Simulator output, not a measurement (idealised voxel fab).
Herein follows the process module entitled voxel self aligned vias.
285 nm wide, 5 nm square cells: that's cross-section cut.
Cross-section = grid of square cells, listed top down in bands; band = one or more rows.
The band entry comprises the height of the band's top followed by the height of its bottom, expressed in nm, and subsequently the band's materials from left to right, each stated together with its width in nm. Where a single material is marked with the word "edge to edge", that material fills the band from edge to edge. The word "empty" represents empty space.
Heights are expressed relative to 0, this being the level below which the as-received wafer comprises one material exclusively. The lowest band is unbounded in the downward direction and is denoted as in "0 nm and below".
A two-number width, for instance "30->40", indicates that the width is equal to the first number in the top row of the band and to the second number in the bottom row, and that it changes by a constant amount per row of cells.
You'll sometimes find "no alterations made" written for a step, and that's the way of saying that nowhere in the cross-section did a cell change during that step.
Empty spaces counting at least 8 cells and having no open way to the top are listed in "Trapped cavities". The notation width x height at distance is used for each, the distance being from the left edge and all three values in nm.
Text after the settings on a step's line: the simulator's own remark on that step.
The setting "overlay nm" may be written on the line of a step. When the step uses a mask, the value reports how far to the right of the planned place the mask lay, and a negative value reports that it lay to the left.
THE PLANNED PROCESS STEPS ARE ENUMERATED HEREUNDER
step 1: op RECEIVE | material Si
step 2: op CONFORMAL_DEP | material SiO2 | thk nm 10
step 3: op CONFORMAL_DEP | material SiCN | thk nm 5
step 4: op DIRECTIONAL_DEP | material lowk | thk nm 25
step 5: op PATTERN | tone open | mask id LINES | material resist | width nm 25 | pitch nm 70 | thk nm 15 | overlay nm 0
step 6: op DIRECTIONAL_ETCH | etch materials lowk | depth nm 25
step 7: op STRIP | etch materials resist
step 8: op CONFORMAL_DEP | material TiN | thk nm 5
step 9: op FILL_DEP | material Ru | thk nm 10
step 10: op CMP | height nm 40
step 11: op SELECTIVE_ETCH | etch materials W Ru TiN | depth nm 5
step 12: op FILL_DEP | material SiN | thk nm 10
step 13: op CMP | height nm 40
step 14: op DIRECTIONAL_DEP | material lowk | thk nm 20
step 15: op DIRECTIONAL_DEP | material aC | thk nm 15
step 16: op PATTERN | tone open | mask id VIAS | material resist | width nm 45 | pitch nm 70 | thk nm 30 | overlay nm 0
step 17: op DIRECTIONAL_ETCH | etch materials aC | depth nm 15
step 18: op STRIP | etch materials resist
step 19: op DIRECTIONAL_ETCH | etch materials lowk | depth nm 20
step 20: op DIRECTIONAL_ETCH | etch materials SiN | depth nm 5
step 21: op STRIP | etch materials aC
step 22: op CONFORMAL_DEP | material TiN | thk nm 5
step 23: op FILL_DEP | material Cu | thk nm 10
step 24: op CMP | height nm 60
step 25: op CONFORMAL_DEP | material SiCN | thk nm 5
The wafers in this document start out alike and differ in the thk nm applied at step 25; the plan shows the value used for the first wafer.
HERE'S THE FIRST OF THE WAFERS IN CROSS-SECTION, JUST AS WE GOT IT, I.E. AFTER STEP 1
> 0 nm and below = Si edge to edge
> Trapped cavities: none
LAST STEP OF THE MODULE IS STEP 25; AFTER IT, THE FIRST OF SEVERAL WAFERS IN CROSS-SECTION
> 65 nm to 60 nm = SiCN edge to edge
> 60 nm to 45 nm = 85 lowk; 5 TiN; 35 Cu; 5 TiN; 25 lowk; 5 TiN; 35 Cu; 5 TiN; 85 lowk
> 45 nm to 40 nm = 85 lowk; 15 TiN; 15 Cu; 15 TiN; 25 lowk; 15 TiN; 15 Cu; 15 TiN; 85 lowk
> 40 nm to 35 nm = 95 lowk; 25 TiN; 45 lowk; 25 TiN; 95 lowk
> 35 nm to 20 nm = 95 lowk; 5 TiN; 15 Ru; 5 TiN; 45 lowk; 5 TiN; 15 Ru; 5 TiN; 95 lowk
> 20 nm to 15 nm = 95 lowk; 25 TiN; 45 lowk; 25 TiN; 95 lowk
> 15 nm to 10 nm = SiCN edge to edge
> 10 nm to 0 nm = SiO2 edge to edge
> 0 nm and below = Si edge to edge
> Trapped cavities: none
END OF MODULE, LAST WAFER SECTIONED
> 80 nm to 60 nm = SiCN edge to edge
> 60 nm to 45 nm = 85 lowk; 5 TiN; 35 Cu; 5 TiN; 25 lowk; 5 TiN; 35 Cu; 5 TiN; 85 lowk
> 45 nm to 40 nm = 85 lowk; 15 TiN; 15 Cu; 15 TiN; 25 lowk; 15 TiN; 15 Cu; 15 TiN; 85 lowk
> 40 nm to 35 nm = 95 lowk; 25 TiN; 45 lowk; 25 TiN; 95 lowk
> 35 nm to 20 nm = 95 lowk; 5 TiN; 15 Ru; 5 TiN; 45 lowk; 5 TiN; 15 Ru; 5 TiN; 95 lowk
> 20 nm to 15 nm = 95 lowk; 25 TiN; 45 lowk; 25 TiN; 95 lowk
> 15 nm to 10 nm = SiCN edge to edge
> 10 nm to 0 nm = SiO2 edge to edge
> 0 nm and below = Si edge to edge
> Trapped cavities: none
PER WAFER (ROW), END OF MODULE: DELTA IN CELLS PER MATERIAL SINCE RECEIPT, (+) FOR GAINED, (-) FOR LOST; CLOSED VOIDS AFTER THAT
thk nm 5 | +48 Cu | +18 Ru | +114 SiCN | +114 SiO2 | +56 TiN | +391 lowk | Trapped cavities: none
thk nm 10 | +48 Cu | +18 Ru | +171 SiCN | +114 SiO2 | +56 TiN | +391 lowk | Trapped cavities: none
thk nm 15 | +48 Cu | +18 Ru | +228 SiCN | +114 SiO2 | +56 TiN | +391 lowk | Trapped cavities: none
thk nm 20 | +48 Cu | +18 Ru | +285 SiCN | +114 SiO2 | +56 TiN | +391 lowk | Trapped cavities: none
